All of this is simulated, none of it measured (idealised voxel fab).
Module name: voxel self aligned vias (process module)
The figure presents cross-section cut, which has a width of 285 nm and is divided into square cells with an edge length of 5 nm.
In what follows, cross-sections appear as grids of square cells, described through bands that run from the top down, where every band is one or more rows of cells.
Heads up on the band format: heights come first, top then bottom, in nm. After that it's the materials left to right, each with its width in nm. A single material flagged "edge to edge" fills the whole band edge to edge, and "empty" means there's empty space there.
For the purposes of this specification, 0 denotes the height below which the wafer in its as-received condition is composed wholly of one material, and the lowermost band, lacking a lower limit, extends downward without end, as expressed in "0 nm and below".
Think of "30->40" as a width that walks from the first number to the second as you go down the band, top row to bottom row, taking equal-sized steps from row to row.
"all unchanged", as given for a step, is the statement that not any cell of the cross-section underwent a change during that step.
"Unvented cavities" enumerates empty spaces isolated from the top, with no open way to it, that contain at least 8 cells, giving each as width x height at distance from the left edge, all three in nm.
Where a step's line continues beyond its settings, the continuation is a remark by the simulator itself on that step.
overlay nm: where the mask lay relative to plan, measured to the right, on steps with a mask; negatives go left.
### Steps in the process plan
1,RECEIVE with material Si
2,CONFORMAL_DEP with material SiO2, thk nm 10
3,CONFORMAL_DEP with material SiCN, thk nm 5
4,DIRECTIONAL_DEP with material lowk, thk nm 30
5,MASKED_ETCH with tone open, mask id LINES, width nm 30, pitch nm 75, etch materials lowk, depth nm 30, overlay nm 0
6,CONFORMAL_DEP with material TiN, thk nm 5
7,FILL_DEP with material Ru, thk nm 5
8,CMP with height nm 45
9,SELECTIVE_ETCH with etch materials W Ru TiN, depth nm 5
10,FILL_DEP with material SiN, thk nm 5
11,CMP with height nm 45
12,DIRECTIONAL_DEP with material lowk, thk nm 20
13,MASKED_ETCH with tone open, mask id VIAS, width nm 50, pitch nm 75, etch materials lowk, depth nm 20, overlay nm 0
14,MASKED_ETCH with tone open, mask id VIAS, width nm 50, pitch nm 75, etch materials SiN, depth nm 5, overlay nm 0
15,CONFORMAL_DEP with material TiN, thk nm 5
16,FILL_DEP with material Cu, thk nm 5
17,CMP with height nm 65
18,CONFORMAL_DEP with material SiCN, thk nm 5
### Cross-section of the wafer as it came to us, i.e., already through step 1
* 0 nm and below | Si edge to edge
* Unvented cavities: none
### Cross-section, end of module. Start: as above. Plan: as above. Execution: one mistake
* 70 nm to 65 nm | SiCN edge to edge
* 65 nm to 50 nm | lowk=80, TiN=5, Cu=40, TiN=5, lowk=25, TiN=5, Cu=40, TiN=5, lowk=80
* 50 nm to 45 nm | lowk=80, TiN=20, Cu=10, TiN=20, lowk=25, TiN=20, Cu=10, TiN=20, lowk=80
* 45 nm to 40 nm | lowk=95, TiN=20, lowk=55, TiN=20, lowk=95
* 40 nm to 20 nm | lowk=95, TiN=5, Ru=10, TiN=5, lowk=55, TiN=5, Ru=10, TiN=5, lowk=95
* 20 nm to 15 nm | lowk=95, TiN=20, lowk=55, TiN=20, lowk=95
* 15 nm to 10 nm | SiCN edge to edge
* 10 nm to 0 nm | SiO2 edge to edge
* 0 nm and below | Si edge to edge
* Unvented cavities: none
What was done differently from what was planned? step 5 ran as: MASKED_ETCH with tone open, mask id LINES, width nm 20, pitch nm 75, etch materials lowk, depth nm 30, overlay nm 0
